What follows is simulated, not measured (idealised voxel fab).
Presented below is a process module, voxel tone inversion.
Cross-sectional view cut (width: 295 nm; square cell size: 5 nm).
In what follows, cross-sections appear as grids of square cells, described through bands that run from the top down, where every band is one or more rows of cells. For a band, the entry starts with two heights in nm, that of the top and then that of the bottom, and carries on with the band's materials in order from left to right, each alongside its width in nm; the word "full width" beside a single material means it fills the band edge to edge, and "empty" means empty space. Zero point of the height axis is 0; under it, received wafer = one material. Lowest band: continues down indefinitely, "top 0, no bottom". Note: "30->40" means the width goes from the first number (top row of the band) to the second number (bottom row) in equal steps per row of cells. A step reported as "no modifications" is a step in which no cell of the cross-section changed. Listed in "Tabulated closed voids": every empty space of 8 or more cells without an open way to the top. Form: width x height at distance, the distance being from the left edge, all in nm. Whatever follows a step's settings on its line is a remark the simulator itself makes about that step. The optional step-line setting "overlay nm" applies to steps with a mask and quantifies how far to the right of its planned location the mask lay, a negative value indicating leftward placement.

### Process steps (planned)
1: RECEIVE, material Si
2: CONFORMAL_DEP, material SiCN, thk nm 5
3: DIRECTIONAL_DEP, material aC, thk nm 25
4: PATTERN, tone cover, mask id POSTS, material resist, width nm 15, pitch nm 45, thk nm 35, overlay nm 0
5: DIRECTIONAL_ETCH, etch materials aC, depth nm 25
6: STRIP, etch materials resist
7: FILL_DEP, material SiO2, thk nm 5
8: CMP, height nm 30
9: STRIP, etch materials aC

### So this is the incoming wafer in cross-section - it's already been through step 1
	top 0, no bottom  Si full width
	Tabulated closed voids: none

### Below is the wafer in cross-section after the module was completed. It began from the starting point shown above and followed the plan shown above, except that one mistake was made while running it
	top 30, bottom 25  SiCN full width
	top 25, bottom 0  aC full width
	top 0, no bottom  Si full width
	Tabulated closed voids: none
Plan not followed: deviation from plan: step 3 and step 2 executed in one another's positions
